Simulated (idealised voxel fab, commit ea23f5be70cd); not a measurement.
process module | voxel wiring stack
cross-section cut | 230 nm wide | cells 5 nm
A cross-section is a grid of square cells, given in bands from the top down. A band is one or more rows of cells.
Each band's line starts with the height of the band's top and of its bottom, in nm. Then come its materials from left to right, each with its width in nm. One material with "throughout" fills the band from edge to edge. "air" is empty space.
Height 0 is the level under which the wafer as received is all one material. The lowest band goes on downwards, as in "0 down".
A width such as "30 to 40" changes by the same amount from each row of cells to the next, from the band's top row to its bottom row.
"no change" after a step means that no cell of the cross-section changed.
closed voids: empty space of 8 cells or more with no open way to the top, each as width x height at its distance from the left edge, in nm
after a step's settings: what the simulator itself notes on the step
overlay nm, on a step with a mask: how far to the right of its planned place the mask lay; to the left if negative
plan
1 op RECEIVE | material Si
2 op CONFORMAL_DEP | material SiO2 | thk nm 10
3 op DIRECTIONAL_DEP | material TiN | thk nm 5
4 op DIRECTIONAL_DEP | material W | thk nm 20
5 op PATTERN | tone cover | mask id METAL_1 | material resist | width nm 25 | pitch nm 40 | thk nm 20 | overlay nm 0
6 op DIRECTIONAL_ETCH | etch materials W | depth nm 20
7 op DIRECTIONAL_ETCH | etch materials TiN | depth nm 5
8 op STRIP | etch materials resist
9 op CONFORMAL_DEP | material SiN | thk nm 5
10 op FILL_DEP | material SiO2 | thk nm 10
11 op CMP | height nm 35
12 op CONFORMAL_DEP | material SiCN | thk nm 5
13 op DIRECTIONAL_DEP | material lowk | thk nm 15
14 op MASKED_ETCH | tone open | mask id PLUG_1 | width nm 15 | pitch nm 80 | etch materials lowk | depth nm 15 | overlay nm 0
15 op MASKED_ETCH | tone open | mask id PLUG_1 | width nm 15 | pitch nm 80 | etch materials SiCN | depth nm 5 | overlay nm 0
16 op EPI | material Ru | thk nm 10
17 op EPI | material Ru | thk nm 10
18 op DIRECTIONAL_DEP | material TiN | thk nm 5
19 op DIRECTIONAL_DEP | material Ru | thk nm 15
20 op DIRECTIONAL_DEP | material aC | thk nm 10
21 op PATTERN | tone cover | mask id METAL_2 | material resist | width nm 25 | pitch nm 40 | thk nm 30 | overlay nm 0
22 op DIRECTIONAL_ETCH | etch materials aC | depth nm 10
23 op STRIP | etch materials resist
24 op DIRECTIONAL_ETCH | etch materials Ru | depth nm 15
25 op DIRECTIONAL_ETCH | etch materials TiN | depth nm 5
26 op STRIP | etch materials aC
27 op CONFORMAL_DEP | material SiCN | thk nm 5
28 op FILL_DEP | material lowk | thk nm 5
29 op CMP | height nm 75
30 op CONFORMAL_DEP | material SiCN | thk nm 5
31 op DIRECTIONAL_DEP | material SiO2 | thk nm 35
32 op MASKED_ETCH | tone open | mask id METAL_3_HOLES | width nm 15 | pitch nm 40 | etch materials SiO2 | depth nm 35 | overlay nm 0
33 op DIRECTIONAL_DEP | material aC | thk nm 15
34 op PATTERN | tone open | mask id METAL_3 | material resist | width nm 25 | pitch nm 40 | thk nm 30 | overlay nm 0
35 op DIRECTIONAL_ETCH | etch materials aC | depth nm 15
36 op STRIP | etch materials resist
37 op DIRECTIONAL_ETCH | etch materials SiO2 | depth nm 20
38 op DIRECTIONAL_ETCH | etch materials SiCN | depth nm 5
39 op STRIP | etch materials aC
40 op CONFORMAL_DEP | material TiN | thk nm 5
41 op FILL_DEP | material Cu | thk nm 10
42 op CMP | height nm 115
43 op CONFORMAL_DEP | material SiCN | thk nm 5
44 op DIRECTIONAL_DEP | material lowk | thk nm 25
45 op DIRECTIONAL_DEP | material aC | thk nm 15
46 op PATTERN | tone open | mask id METAL_4_HOLES | material resist | width nm 15 | pitch nm 40 | thk nm 35 | overlay nm 0
47 op DIRECTIONAL_ETCH | etch materials aC | depth nm 15
48 op STRIP | etch materials resist
49 op DIRECTIONAL_ETCH | etch materials lowk | depth nm 25
50 op STRIP | etch materials aC
51 op MASKED_ETCH | tone open | mask id METAL_4 | width nm 25 | pitch nm 40 | etch materials lowk | depth nm 15 | overlay nm 0
52 op MASKED_ETCH | tone open | mask id METAL_4 | width nm 25 | pitch nm 40 | etch materials SiCN | depth nm 5 | overlay nm 0
53 op CONFORMAL_DEP | material TiN | thk nm 5
54 op FILL_DEP | material Ru | thk nm 10
55 op CMP | height nm 145
56 op CONFORMAL_DEP | material SiCN | thk nm 5
first wafer, as planned
as received, after step 1
  0 down: Si throughout
  closed voids: none
after step 2
  10 to 0: SiO2 throughout
  below 0: unchanged
after step 3
  15 to 10: TiN throughout
  below 10: unchanged
after step 4
  35 to 15: W throughout
  below 15: unchanged
after step 5
  55 to 35: air 60 | resist 25 | air 15 | resist 25 | air 15 | resist 25 | air 65
  below 35: unchanged
after step 6
  55 to 35: air 60 | resist 25 | air 15 | resist 25 | air 15 | resist 25 | air 65
  35 to 15: air 60 | W 25 | air 15 | W 25 | air 15 | W 25 | air 65
  below 15: unchanged
after step 7
  55 to 35: air 60 | resist 25 | air 15 | resist 25 | air 15 | resist 25 | air 65
  35 to 15: air 60 | W 25 | air 15 | W 25 | air 15 | W 25 | air 65
  15 to 10: air 60 | TiN 25 | air 15 | TiN 25 | air 15 | TiN 25 | air 65
  below 10: unchanged
after step 8
  35 to 15: air 60 | W 25 | air 15 | W 25 | air 15 | W 25 | air 65
  below 15: unchanged
after step 9
  40 to 35: air 55 | SiN 35 | air 5 | SiN 35 | air 5 | SiN 35 | air 60
  35 to 15: air 55 | SiN 5 | W 25 | SiN 5 | air 5 | SiN 5 | W 25 | SiN 5 | air 5 | SiN 5 | W 25 | SiN 5 | air 60
  15 to 10: SiN 60 | TiN 25 | SiN 15 | TiN 25 | SiN 15 | TiN 25 | SiN 65
  below 10: unchanged
after step 10
  50 to 40: SiO2 throughout
  40 to 35: SiO2 55 | SiN 35 | SiO2 5 | SiN 35 | SiO2 5 | SiN 35 | SiO2 60
  35 to 15: SiO2 55 | SiN 5 | W 25 | SiN 5 | SiO2 5 | SiN 5 | W 25 | SiN 5 | SiO2 5 | SiN 5 | W 25 | SiN 5 | SiO2 60
  below 15: unchanged
after step 11
  35 to 15: SiO2 55 | SiN 5 | W 25 | SiN 5 | SiO2 5 | SiN 5 | W 25 | SiN 5 | SiO2 5 | SiN 5 | W 25 | SiN 5 | SiO2 60
  below 15: unchanged
after step 12
  40 to 35: SiCN throughout
  below 35: unchanged
after step 13
  55 to 40: lowk throughout
  below 40: unchanged
after step 14
  55 to 40: lowk 60 | air 15 | lowk 65 | air 15 | lowk 75
  below 40: unchanged
after step 15
  55 to 40: lowk 60 | air 15 | lowk 65 | air 15 | lowk 75
  40 to 35: SiCN 60 | air 15 | SiCN 65 | air 15 | SiCN 75
  below 35: unchanged
after step 16
  55 to 45: lowk 60 | air 15 | lowk 65 | air 15 | lowk 75
  45 to 40: lowk 60 | Ru 15 | lowk 65 | Ru 15 | lowk 75
  40 to 35: SiCN 60 | Ru 15 | SiCN 65 | Ru 15 | SiCN 75
  below 35: unchanged
after step 17
  55 to 40: lowk 60 | Ru 15 | lowk 65 | Ru 15 | lowk 75
  below 40: unchanged
after step 18
  60 to 55: TiN throughout
  below 55: unchanged
after step 19
  75 to 60: Ru throughout
  below 60: unchanged
after step 20
  85 to 75: aC throughout
  below 75: unchanged
after step 21
  115 to 85: air 60 | resist 25 | air 15 | resist 25 | air 15 | resist 25 | air 65
  below 85: unchanged
after step 22
  105 to 85: air 60 | resist 25 | air 15 | resist 25 | air 15 | resist 25 | air 65
  85 to 75: air 60 | aC 25 | air 15 | aC 25 | air 15 | aC 25 | air 65
  below 75: unchanged
after step 23
  85 to 75: air 60 | aC 25 | air 15 | aC 25 | air 15 | aC 25 | air 65
  below 75: unchanged
after step 24
  85 to 75: air 60 | aC 25 | air 15 | aC 25 | air 15 | aC 25 | air 65
  75 to 60: air 60 | Ru 25 | air 15 | Ru 25 | air 15 | Ru 25 | air 65
  below 60: unchanged
after step 25
  85 to 75: air 60 | aC 25 | air 15 | aC 25 | air 15 | aC 25 | air 65
  75 to 60: air 60 | Ru 25 | air 15 | Ru 25 | air 15 | Ru 25 | air 65
  60 to 55: air 60 | TiN 25 | air 15 | TiN 25 | air 15 | TiN 25 | air 65
  below 55: unchanged
after step 26
  75 to 60: air 60 | Ru 25 | air 15 | Ru 25 | air 15 | Ru 25 | air 65
  below 60: unchanged
after step 27
  80 to 75: air 55 | SiCN 35 | air 5 | SiCN 35 | air 5 | SiCN 35 | air 60
  75 to 60: air 55 | SiCN 5 | Ru 25 | SiCN 5 | air 5 | SiCN 5 | Ru 25 | SiCN 5 | air 5 | SiCN 5 | Ru 25 | SiCN 5 | air 60
  60 to 55: SiCN 60 | TiN 25 | SiCN 15 | TiN 25 | SiCN 15 | TiN 25 | SiCN 65
  below 55: unchanged
after step 28
  85 to 80: lowk throughout
  80 to 75: lowk 55 | SiCN 35 | lowk 5 | SiCN 35 | lowk 5 | SiCN 35 | lowk 60
  75 to 60: lowk 55 | SiCN 5 | Ru 25 | SiCN 5 | lowk 5 | SiCN 5 | Ru 25 | SiCN 5 | lowk 5 | SiCN 5 | Ru 25 | SiCN 5 | lowk 60
  below 60: unchanged
after step 29
  75 to 60: lowk 55 | SiCN 5 | Ru 25 | SiCN 5 | lowk 5 | SiCN 5 | Ru 25 | SiCN 5 | lowk 5 | SiCN 5 | Ru 25 | SiCN 5 | lowk 60
  below 60: unchanged
after step 30
  80 to 75: SiCN throughout
  below 75: unchanged
after step 31
  115 to 80: SiO2 throughout
  below 80: unchanged
after step 32
  115 to 80: SiO2 60 | air 15 | SiO2 25 | air 15 | SiO2 25 | air 15 | SiO2 75
  below 80: unchanged
after step 33
  130 to 115: aC 60 | air 15 | aC 25 | air 15 | aC 25 | air 15 | aC 75
  115 to 95: SiO2 60 | air 15 | SiO2 25 | air 15 | SiO2 25 | air 15 | SiO2 75
  95 to 80: SiO2 60 | aC 15 | SiO2 25 | aC 15 | SiO2 25 | aC 15 | SiO2 75
  below 80: unchanged
after step 34
  160 to 130: resist 60 | air 25 | resist 15 | air 25 | resist 15 | air 25 | resist 65
  below 130: unchanged
after step 35
  145 to 130: resist 60 | air 25 | resist 15 | air 25 | resist 15 | air 25 | resist 65
  130 to 115: aC 60 | air 25 | aC 15 | air 25 | aC 15 | air 25 | aC 65
  115 to 80: SiO2 60 | air 15 | SiO2 25 | air 15 | SiO2 25 | air 15 | SiO2 75
  below 80: unchanged
after step 36
  130 to 115: aC 60 | air 25 | aC 15 | air 25 | aC 15 | air 25 | aC 65
  below 115: unchanged
after step 37
  130 to 115: aC 60 | air 25 | aC 15 | air 25 | aC 15 | air 25 | aC 65
  115 to 95: SiO2 60 | air 25 | SiO2 15 | air 25 | SiO2 15 | air 25 | SiO2 65
  below 95: unchanged
after step 38
  130 to 115: aC 60 | air 25 | aC 15 | air 25 | aC 15 | air 25 | aC 65
  115 to 95: SiO2 60 | air 25 | SiO2 15 | air 25 | SiO2 15 | air 25 | SiO2 65
  95 to 80: SiO2 60 | air 15 | SiO2 25 | air 15 | SiO2 25 | air 15 | SiO2 75
  80 to 75: SiCN 60 | air 15 | SiCN 25 | air 15 | SiCN 25 | air 15 | SiCN 75
  below 75: unchanged
after step 39
  115 to 95: SiO2 60 | air 25 | SiO2 15 | air 25 | SiO2 15 | air 25 | SiO2 65
  below 95: unchanged
after step 40
  120 to 115: TiN 65 | air 15 | TiN 25 | air 15 | TiN 25 | air 15 | TiN 70
  115 to 100: SiO2 60 | TiN 5 | air 15 | TiN 5 | SiO2 15 | TiN 5 | air 15 | TiN 5 | SiO2 15 | TiN 5 | air 15 | TiN 5 | SiO2 65
  100 to 95: SiO2 60 | TiN 5 | air 5 | TiN 15 | SiO2 15 | TiN 5 | air 5 | TiN 15 | SiO2 15 | TiN 5 | air 5 | TiN 15 | SiO2 65
  95 to 80: SiO2 60 | TiN 5 | air 5 | TiN 5 | SiO2 25 | TiN 5 | air 5 | TiN 5 | SiO2 25 | TiN 5 | air 5 | TiN 5 | SiO2 75
  80 to 75: SiCN 60 | TiN 15 | SiCN 25 | TiN 15 | SiCN 25 | TiN 15 | SiCN 75
  below 75: unchanged
after step 41
  130 to 120: Cu throughout
  120 to 115: TiN 65 | Cu 15 | TiN 25 | Cu 15 | TiN 25 | Cu 15 | TiN 70
  115 to 100: SiO2 60 | TiN 5 | Cu 15 | TiN 5 | SiO2 15 | TiN 5 | Cu 15 | TiN 5 | SiO2 15 | TiN 5 | Cu 15 | TiN 5 | SiO2 65
  100 to 95: SiO2 60 | TiN 5 | Cu 5 | TiN 15 | SiO2 15 | TiN 5 | Cu 5 | TiN 15 | SiO2 15 | TiN 5 | Cu 5 | TiN 15 | SiO2 65
  95 to 80: SiO2 60 | TiN 5 | Cu 5 | TiN 5 | SiO2 25 | TiN 5 | Cu 5 | TiN 5 | SiO2 25 | TiN 5 | Cu 5 | TiN 5 | SiO2 75
  below 80: unchanged
after step 42
  115 to 100: SiO2 60 | TiN 5 | Cu 15 | TiN 5 | SiO2 15 | TiN 5 | Cu 15 | TiN 5 | SiO2 15 | TiN 5 | Cu 15 | TiN 5 | SiO2 65
  below 100: unchanged
after step 43
  120 to 115: SiCN throughout
  below 115: unchanged
after step 44
  145 to 120: lowk throughout
  below 120: unchanged
after step 45
  160 to 145: aC throughout
  below 145: unchanged
after step 46
  195 to 160: resist 60 | air 15 | resist 25 | air 15 | resist 25 | air 15 | resist 75
  below 160: unchanged
after step 47
  180 to 160: resist 60 | air 15 | resist 25 | air 15 | resist 25 | air 15 | resist 75
  160 to 145: aC 60 | air 15 | aC 25 | air 15 | aC 25 | air 15 | aC 75
  below 145: unchanged
after step 48
  160 to 145: aC 60 | air 15 | aC 25 | air 15 | aC 25 | air 15 | aC 75
  below 145: unchanged
after step 49
  160 to 145: aC 60 | air 15 | aC 25 | air 15 | aC 25 | air 15 | aC 75
  145 to 120: lowk 60 | air 15 | lowk 25 | air 15 | lowk 25 | air 15 | lowk 75
  below 120: unchanged
after step 50
  145 to 120: lowk 60 | air 15 | lowk 25 | air 15 | lowk 25 | air 15 | lowk 75
  below 120: unchanged
after step 51
  145 to 130: lowk 60 | air 25 | lowk 15 | air 25 | lowk 15 | air 25 | lowk 65
  below 130: unchanged
after step 52
  145 to 130: lowk 60 | air 25 | lowk 15 | air 25 | lowk 15 | air 25 | lowk 65
  130 to 120: lowk 60 | air 15 | lowk 25 | air 15 | lowk 25 | air 15 | lowk 75
  120 to 115: SiCN 60 | air 15 | SiCN 25 | air 15 | SiCN 25 | air 15 | SiCN 75
  below 115: unchanged
after step 53
  150 to 145: TiN 65 | air 15 | TiN 25 | air 15 | TiN 25 | air 15 | TiN 70
  145 to 135: lowk 60 | TiN 5 | air 15 | TiN 5 | lowk 15 | TiN 5 | air 15 | TiN 5 | lowk 15 | TiN 5 | air 15 | TiN 5 | lowk 65
  135 to 130: lowk 60 | TiN 5 | air 5 | TiN 15 | lowk 15 | TiN 5 | air 5 | TiN 15 | lowk 15 | TiN 5 | air 5 | TiN 15 | lowk 65
  130 to 120: lowk 60 | TiN 5 | air 5 | TiN 5 | lowk 25 | TiN 5 | air 5 | TiN 5 | lowk 25 | TiN 5 | air 5 | TiN 5 | lowk 75
  120 to 115: SiCN 60 | TiN 15 | SiCN 25 | TiN 15 | SiCN 25 | TiN 15 | SiCN 75
  below 115: unchanged
after step 54
  160 to 150: Ru throughout
  150 to 145: TiN 65 | Ru 15 | TiN 25 | Ru 15 | TiN 25 | Ru 15 | TiN 70
  145 to 135: lowk 60 | TiN 5 | Ru 15 | TiN 5 | lowk 15 | TiN 5 | Ru 15 | TiN 5 | lowk 15 | TiN 5 | Ru 15 | TiN 5 | lowk 65
  135 to 130: lowk 60 | TiN 5 | Ru 5 | TiN 15 | lowk 15 | TiN 5 | Ru 5 | TiN 15 | lowk 15 | TiN 5 | Ru 5 | TiN 15 | lowk 65
  130 to 120: lowk 60 | TiN 5 | Ru 5 | TiN 5 | lowk 25 | TiN 5 | Ru 5 | TiN 5 | lowk 25 | TiN 5 | Ru 5 | TiN 5 | lowk 75
  below 120: unchanged
after step 55
  145 to 135: lowk 60 | TiN 5 | Ru 15 | TiN 5 | lowk 15 | TiN 5 | Ru 15 | TiN 5 | lowk 15 | TiN 5 | Ru 15 | TiN 5 | lowk 65
  below 135: unchanged
after step 56
  150 to 145: SiCN throughout
  below 145: unchanged
second wafer: like start, like plan, one mistake. Through step 14 it matches the first wafer
when step 15 should have ended
  55 to 40: lowk 60 | air 15 | lowk 65 | air 15 | lowk 75
  40 to 35: SiCN 70 | air 5 | SiCN 75 | air 5 | SiCN 75
  below 35: unchanged
when step 16 should have ended
  55 to 45: lowk 60 | air 15 | lowk 65 | air 15 | lowk 75
  45 to 40: lowk 60 | air 5 | Ru 10 | lowk 65 | air 5 | Ru 10 | lowk 75
  40 to 35: SiCN 70 | Ru 5 | SiCN 75 | Ru 5 | SiCN 75
  below 35: unchanged
when step 17 should have ended
  55 to 40: lowk 60 | Ru 15 | lowk 65 | Ru 15 | lowk 75
  below 40: unchanged
when step 18 should have ended
  60 to 55: TiN throughout
  below 55: unchanged
when step 19 should have ended
  75 to 60: Ru throughout
  below 60: unchanged
when step 20 should have ended
  85 to 75: aC throughout
  below 75: unchanged
when step 21 should have ended
  115 to 85: air 60 | resist 25 | air 15 | resist 25 | air 15 | resist 25 | air 65
  below 85: unchanged
when step 22 should have ended
  105 to 85: air 60 | resist 25 | air 15 | resist 25 | air 15 | resist 25 | air 65
  85 to 75: air 60 | aC 25 | air 15 | aC 25 | air 15 | aC 25 | air 65
  below 75: unchanged
when step 23 should have ended
  85 to 75: air 60 | aC 25 | air 15 | aC 25 | air 15 | aC 25 | air 65
  below 75: unchanged
when step 24 should have ended
  85 to 75: air 60 | aC 25 | air 15 | aC 25 | air 15 | aC 25 | air 65
  75 to 60: air 60 | Ru 25 | air 15 | Ru 25 | air 15 | Ru 25 | air 65
  below 60: unchanged
when step 25 should have ended
  85 to 75: air 60 | aC 25 | air 15 | aC 25 | air 15 | aC 25 | air 65
  75 to 60: air 60 | Ru 25 | air 15 | Ru 25 | air 15 | Ru 25 | air 65
  60 to 55: air 60 | TiN 25 | air 15 | TiN 25 | air 15 | TiN 25 | air 65
  below 55: unchanged
when step 26 should have ended
  75 to 60: air 60 | Ru 25 | air 15 | Ru 25 | air 15 | Ru 25 | air 65
  below 60: unchanged
when step 27 should have ended
  80 to 75: air 55 | SiCN 35 | air 5 | SiCN 35 | air 5 | SiCN 35 | air 60
  75 to 60: air 55 | SiCN 5 | Ru 25 | SiCN 5 | air 5 | SiCN 5 | Ru 25 | SiCN 5 | air 5 | SiCN 5 | Ru 25 | SiCN 5 | air 60
  60 to 55: SiCN 60 | TiN 25 | SiCN 15 | TiN 25 | SiCN 15 | TiN 25 | SiCN 65
  below 55: unchanged
when step 28 should have ended
  85 to 80: lowk throughout
  80 to 75: lowk 55 | SiCN 35 | lowk 5 | SiCN 35 | lowk 5 | SiCN 35 | lowk 60
  75 to 60: lowk 55 | SiCN 5 | Ru 25 | SiCN 5 | lowk 5 | SiCN 5 | Ru 25 | SiCN 5 | lowk 5 | SiCN 5 | Ru 25 | SiCN 5 | lowk 60
  below 60: unchanged
when step 29 should have ended
  75 to 60: lowk 55 | SiCN 5 | Ru 25 | SiCN 5 | lowk 5 | SiCN 5 | Ru 25 | SiCN 5 | lowk 5 | SiCN 5 | Ru 25 | SiCN 5 | lowk 60
  below 60: unchanged
when step 30 should have ended
  80 to 75: SiCN throughout
  below 75: unchanged
when step 31 should have ended
  115 to 80: SiO2 throughout
  below 80: unchanged
when step 32 should have ended
  115 to 80: SiO2 60 | air 15 | SiO2 25 | air 15 | SiO2 25 | air 15 | SiO2 75
  below 80: unchanged
when step 33 should have ended
  130 to 115: aC 60 | air 15 | aC 25 | air 15 | aC 25 | air 15 | aC 75
  115 to 95: SiO2 60 | air 15 | SiO2 25 | air 15 | SiO2 25 | air 15 | SiO2 75
  95 to 80: SiO2 60 | aC 15 | SiO2 25 | aC 15 | SiO2 25 | aC 15 | SiO2 75
  below 80: unchanged
when step 34 should have ended
  160 to 130: resist 60 | air 25 | resist 15 | air 25 | resist 15 | air 25 | resist 65
  below 130: unchanged
when step 35 should have ended
  145 to 130: resist 60 | air 25 | resist 15 | air 25 | resist 15 | air 25 | resist 65
  130 to 115: aC 60 | air 25 | aC 15 | air 25 | aC 15 | air 25 | aC 65
  115 to 80: SiO2 60 | air 15 | SiO2 25 | air 15 | SiO2 25 | air 15 | SiO2 75
  below 80: unchanged
when step 36 should have ended
  130 to 115: aC 60 | air 25 | aC 15 | air 25 | aC 15 | air 25 | aC 65
  below 115: unchanged
when step 37 should have ended
  130 to 115: aC 60 | air 25 | aC 15 | air 25 | aC 15 | air 25 | aC 65
  115 to 95: SiO2 60 | air 25 | SiO2 15 | air 25 | SiO2 15 | air 25 | SiO2 65
  below 95: unchanged
when step 38 should have ended
  130 to 115: aC 60 | air 25 | aC 15 | air 25 | aC 15 | air 25 | aC 65
  115 to 95: SiO2 60 | air 25 | SiO2 15 | air 25 | SiO2 15 | air 25 | SiO2 65
  95 to 80: SiO2 60 | air 15 | SiO2 25 | air 15 | SiO2 25 | air 15 | SiO2 75
  80 to 75: SiCN 60 | air 15 | SiCN 25 | air 15 | SiCN 25 | air 15 | SiCN 75
  below 75: unchanged
when step 39 should have ended
  115 to 95: SiO2 60 | air 25 | SiO2 15 | air 25 | SiO2 15 | air 25 | SiO2 65
  below 95: unchanged
when step 40 should have ended
  120 to 115: TiN 65 | air 15 | TiN 25 | air 15 | TiN 25 | air 15 | TiN 70
  115 to 100: SiO2 60 | TiN 5 | air 15 | TiN 5 | SiO2 15 | TiN 5 | air 15 | TiN 5 | SiO2 15 | TiN 5 | air 15 | TiN 5 | SiO2 65
  100 to 95: SiO2 60 | TiN 5 | air 5 | TiN 15 | SiO2 15 | TiN 5 | air 5 | TiN 15 | SiO2 15 | TiN 5 | air 5 | TiN 15 | SiO2 65
  95 to 80: SiO2 60 | TiN 5 | air 5 | TiN 5 | SiO2 25 | TiN 5 | air 5 | TiN 5 | SiO2 25 | TiN 5 | air 5 | TiN 5 | SiO2 75
  80 to 75: SiCN 60 | TiN 15 | SiCN 25 | TiN 15 | SiCN 25 | TiN 15 | SiCN 75
  below 75: unchanged
when step 41 should have ended
  130 to 120: Cu throughout
  120 to 115: TiN 65 | Cu 15 | TiN 25 | Cu 15 | TiN 25 | Cu 15 | TiN 70
  115 to 100: SiO2 60 | TiN 5 | Cu 15 | TiN 5 | SiO2 15 | TiN 5 | Cu 15 | TiN 5 | SiO2 15 | TiN 5 | Cu 15 | TiN 5 | SiO2 65
  100 to 95: SiO2 60 | TiN 5 | Cu 5 | TiN 15 | SiO2 15 | TiN 5 | Cu 5 | TiN 15 | SiO2 15 | TiN 5 | Cu 5 | TiN 15 | SiO2 65
  95 to 80: SiO2 60 | TiN 5 | Cu 5 | TiN 5 | SiO2 25 | TiN 5 | Cu 5 | TiN 5 | SiO2 25 | TiN 5 | Cu 5 | TiN 5 | SiO2 75
  below 80: unchanged
when step 42 should have ended
  115 to 100: SiO2 60 | TiN 5 | Cu 15 | TiN 5 | SiO2 15 | TiN 5 | Cu 15 | TiN 5 | SiO2 15 | TiN 5 | Cu 15 | TiN 5 | SiO2 65
  below 100: unchanged
when step 43 should have ended
  120 to 115: SiCN throughout
  below 115: unchanged
when step 44 should have ended
  145 to 120: lowk throughout
  below 120: unchanged
when step 45 should have ended
  160 to 145: aC throughout
  below 145: unchanged
when step 46 should have ended
  195 to 160: resist 60 | air 15 | resist 25 | air 15 | resist 25 | air 15 | resist 75
  below 160: unchanged
when step 47 should have ended
  180 to 160: resist 60 | air 15 | resist 25 | air 15 | resist 25 | air 15 | resist 75
  160 to 145: aC 60 | air 15 | aC 25 | air 15 | aC 25 | air 15 | aC 75
  below 145: unchanged
when step 48 should have ended
  160 to 145: aC 60 | air 15 | aC 25 | air 15 | aC 25 | air 15 | aC 75
  below 145: unchanged
when step 49 should have ended
  160 to 145: aC 60 | air 15 | aC 25 | air 15 | aC 25 | air 15 | aC 75
  145 to 120: lowk 60 | air 15 | lowk 25 | air 15 | lowk 25 | air 15 | lowk 75
  below 120: unchanged
when step 50 should have ended
  145 to 120: lowk 60 | air 15 | lowk 25 | air 15 | lowk 25 | air 15 | lowk 75
  below 120: unchanged
when step 51 should have ended
  145 to 130: lowk 60 | air 25 | lowk 15 | air 25 | lowk 15 | air 25 | lowk 65
  below 130: unchanged
when step 52 should have ended
  145 to 130: lowk 60 | air 25 | lowk 15 | air 25 | lowk 15 | air 25 | lowk 65
  130 to 120: lowk 60 | air 15 | lowk 25 | air 15 | lowk 25 | air 15 | lowk 75
  120 to 115: SiCN 60 | air 15 | SiCN 25 | air 15 | SiCN 25 | air 15 | SiCN 75
  below 115: unchanged
when step 53 should have ended
  150 to 145: TiN 65 | air 15 | TiN 25 | air 15 | TiN 25 | air 15 | TiN 70
  145 to 135: lowk 60 | TiN 5 | air 15 | TiN 5 | lowk 15 | TiN 5 | air 15 | TiN 5 | lowk 15 | TiN 5 | air 15 | TiN 5 | lowk 65
  135 to 130: lowk 60 | TiN 5 | air 5 | TiN 15 | lowk 15 | TiN 5 | air 5 | TiN 15 | lowk 15 | TiN 5 | air 5 | TiN 15 | lowk 65
  130 to 120: lowk 60 | TiN 5 | air 5 | TiN 5 | lowk 25 | TiN 5 | air 5 | TiN 5 | lowk 25 | TiN 5 | air 5 | TiN 5 | lowk 75
  120 to 115: SiCN 60 | TiN 15 | SiCN 25 | TiN 15 | SiCN 25 | TiN 15 | SiCN 75
  below 115: unchanged
when step 54 should have ended
  160 to 150: Ru throughout
  150 to 145: TiN 65 | Ru 15 | TiN 25 | Ru 15 | TiN 25 | Ru 15 | TiN 70
  145 to 135: lowk 60 | TiN 5 | Ru 15 | TiN 5 | lowk 15 | TiN 5 | Ru 15 | TiN 5 | lowk 15 | TiN 5 | Ru 15 | TiN 5 | lowk 65
  135 to 130: lowk 60 | TiN 5 | Ru 5 | TiN 15 | lowk 15 | TiN 5 | Ru 5 | TiN 15 | lowk 15 | TiN 5 | Ru 5 | TiN 15 | lowk 65
  130 to 120: lowk 60 | TiN 5 | Ru 5 | TiN 5 | lowk 25 | TiN 5 | Ru 5 | TiN 5 | lowk 25 | TiN 5 | Ru 5 | TiN 5 | lowk 75
  below 120: unchanged
when step 55 should have ended
  145 to 135: lowk 60 | TiN 5 | Ru 15 | TiN 5 | lowk 15 | TiN 5 | Ru 15 | TiN 5 | lowk 15 | TiN 5 | Ru 15 | TiN 5 | lowk 65
  below 135: unchanged
when step 56 should have ended
  150 to 145: SiCN throughout
  below 145: unchanged
what went wrong: step 15 ran as: op MASKED_ETCH | tone open | mask id PLUG_1 | width nm 15 | pitch nm 80 | etch materials SiCN | depth nm 5 | overlay nm 10
at the end the second wafer has, in cells: 4 fewer of Ru | 4 more of SiCN
